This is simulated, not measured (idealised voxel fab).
Documented hereafter: the process module known as voxel wiring stack.
Shown is cross-section cut, with a width of 270 nm and square cells of size 5 nm.
Bands, listed from the top down, are how a cross-section gets written in this document; the cross-section itself is a grid of square cells, and a band is one or more rows of them.
The entry gives the band's vertical extent as a top height and a bottom height in nm, then its horizontal make-up as materials from left to right, each with a width in nm. "blank" stands for empty space; a single material marked "throughout" fills the band edge to edge.
Basically, 0 is our baseline, since under it the wafer straight out of the box is all one material. The bottom band has no lower end and keeps on going down, so it looks like "0 -> down".
Per-row width for "30->40": begins at first number (top row of band), ends at second number (bottom row), increment between rows held constant.
"nothing changed" (step): cross-section cells unchanged, all of them.
The label "Enclosed void inventory" introduces a list of the empty spaces, 8 cells or larger, that have no open way up to the top; each entry in it reads width x height at distance, where the distance is taken from the left edge and all three are stated in nm.
Text after the settings on a step's line: the simulator's own remark on that step.
On any step carrying a mask, the "overlay nm" setting, if present on the step's line, tells how far right of its planned place the mask lay; negative values point to the left.
-- Planned process steps
1: RECEIVE: material Si
2: CONFORMAL_DEP: material SiO2, thk nm 10
3: DIRECTIONAL_DEP: material TiN, thk nm 5
4: DIRECTIONAL_DEP: material W, thk nm 15
5: MASKED_ETCH: tone cover, mask id METAL_1, width nm 25, pitch nm 40, etch materials W, depth nm 15, overlay nm 0
6: MASKED_ETCH: tone cover, mask id METAL_1, width nm 25, pitch nm 40, etch materials TiN, depth nm 5, overlay nm 0
7: FILL_DEP: material lowk, thk nm 10
8: CMP: height nm 30
9: CONFORMAL_DEP: material SiCN, thk nm 5
10: DIRECTIONAL_DEP: material SiO2, thk nm 10
11: DIRECTIONAL_DEP: material aC, thk nm 15
12: PATTERN: tone open, mask id PLUG_1, material resist, width nm 15, pitch nm 40, thk nm 30, overlay nm 0
13: DIRECTIONAL_ETCH: etch materials aC, depth nm 15
14: STRIP: etch materials resist
15: DIRECTIONAL_ETCH: etch materials SiO2, depth nm 10
16: DIRECTIONAL_ETCH: etch materials SiCN, depth nm 5
17: STRIP: etch materials aC
18: CONFORMAL_DEP: material TiN, thk nm 5
19: FILL_DEP: material W, thk nm 5
20: CMP: height nm 45
21: CONFORMAL_DEP: material SiCN, thk nm 5
22: DIRECTIONAL_DEP: material SiO2, thk nm 15
23: MASKED_ETCH: tone open, mask id METAL_2, width nm 25, pitch nm 40, etch materials SiO2, depth nm 15, overlay nm 0
24: MASKED_ETCH: tone open, mask id METAL_2, width nm 25, pitch nm 40, etch materials SiCN, depth nm 5, overlay nm 0
25: CONFORMAL_DEP: material TiN, thk nm 5
26: FILL_DEP: material Cu, thk nm 5
27: CMP: height nm 65
28: CONFORMAL_DEP: material SiCN, thk nm 5
29: DIRECTIONAL_DEP: material lowk, thk nm 35
30: DIRECTIONAL_DEP: material aC, thk nm 15
31: PATTERN: tone open, mask id METAL_3_HOLES, material resist, width nm 15, pitch nm 40, thk nm 30, overlay nm 0
32: DIRECTIONAL_ETCH: etch materials aC, depth nm 15
33: STRIP: etch materials resist
34: DIRECTIONAL_ETCH: etch materials lowk, depth nm 35
35: STRIP: etch materials aC
36: DIRECTIONAL_DEP: material aC, thk nm 15
37: PATTERN: tone open, mask id METAL_3, material resist, width nm 25, pitch nm 40, thk nm 35, overlay nm 0
38: DIRECTIONAL_ETCH: etch materials aC, depth nm 15
39: STRIP: etch materials resist
40: DIRECTIONAL_ETCH: etch materials lowk, depth nm 20
41: DIRECTIONAL_ETCH: etch materials SiCN, depth nm 5
42: STRIP: etch materials aC
43: CONFORMAL_DEP: material TiN, thk nm 5
44: FILL_DEP: material Ru, thk nm 5
45: CMP: height nm 105
46: CONFORMAL_DEP: material SiCN, thk nm 5
47: DIRECTIONAL_DEP: material SiO2, thk nm 25
48: PATTERN: tone open, mask id METAL_4, material resist, width nm 25, pitch nm 40, thk nm 15, overlay nm 0
49: DIRECTIONAL_ETCH: etch materials SiO2, depth nm 15
50: STRIP: etch materials resist
51: DIRECTIONAL_DEP: material aC, thk nm 15
52: PATTERN: tone open, mask id METAL_4_HOLES, material resist, width nm 15, pitch nm 80, thk nm 35, overlay nm 0
53: DIRECTIONAL_ETCH: etch materials aC, depth nm 15
54: STRIP: etch materials resist
55: DIRECTIONAL_ETCH: etch materials SiO2, depth nm 10
56: DIRECTIONAL_ETCH: etch materials SiCN, depth nm 5
57: STRIP: etch materials aC
58: CONFORMAL_DEP: material TiN, thk nm 5
59: FILL_DEP: material Ru, thk nm 5
60: CMP: height nm 135
61: CONFORMAL_DEP: material SiN, thk nm 5
-- Cross-section of the wafer upon arrival, representing the state reached after step 1
- 0 -> down | Si throughout
- Enclosed void inventory: none
-- Here's the wafer cut in cross-section after the module, started and planned just like above, except one thing was done wrong in the run
- 140 -> 135 | SiN throughout
- 135 -> 125 | 80 of SiO2  5 of TiN  15 of Ru  5 of TiN  15 of SiO2  5 of TiN  15 of Ru  5 of TiN  15 of SiO2  5 of TiN  15 of Ru  5 of TiN  85 of SiO2
- 125 -> 120 | 80 of SiO2  5 of TiN  5 of Ru  15 of TiN  15 of SiO2  25 of TiN  15 of SiO2  5 of TiN  5 of Ru  15 of TiN  85 of SiO2
- 120 -> 110 | 80 of SiO2  5 of TiN  5 of Ru  5 of TiN  65 of SiO2  5 of TiN  5 of Ru  5 of TiN  95 of SiO2
- 110 -> 105 | 80 of SiCN  15 of TiN  65 of SiCN  15 of TiN  95 of SiCN
- 105 -> 70 | 80 of lowk  5 of TiN  15 of Ru  5 of TiN  15 of lowk  5 of TiN  15 of Ru  5 of TiN  15 of lowk  5 of TiN  15 of Ru  5 of TiN  85 of lowk
- 70 -> 65 | 80 of SiCN  25 of TiN  15 of SiCN  25 of TiN  15 of SiCN  25 of TiN  85 of SiCN
- 65 -> 50 | 80 of SiO2  5 of TiN  15 of Cu  5 of TiN  15 of SiO2  5 of TiN  15 of Cu  5 of TiN  15 of SiO2  5 of TiN  15 of Cu  5 of TiN  85 of SiO2
- 50 -> 45 | 80 of SiCN  25 of TiN  15 of SiCN  25 of TiN  15 of SiCN  25 of TiN  85 of SiCN
- 45 -> 35 | 80 of SiO2  5 of TiN  5 of W  5 of TiN  25 of SiO2  5 of TiN  5 of W  5 of TiN  25 of SiO2  5 of TiN  5 of W  5 of TiN  95 of SiO2
- 35 -> 30 | 80 of SiCN  15 of TiN  25 of SiCN  15 of TiN  25 of SiCN  15 of TiN  95 of SiCN
- 30 -> 15 | 80 of lowk  25 of W  15 of lowk  25 of W  15 of lowk  25 of W  85 of lowk
- 15 -> 10 | 80 of lowk  25 of TiN  15 of lowk  25 of TiN  15 of lowk  25 of TiN  85 of lowk
- 10 -> 0 | SiO2 throughout
- 0 -> down | Si throughout
- Enclosed void inventory: none
It is concluded that the wafer was processed incorrectly with respect to the plan, in that step 40 of the plan saw execution twice
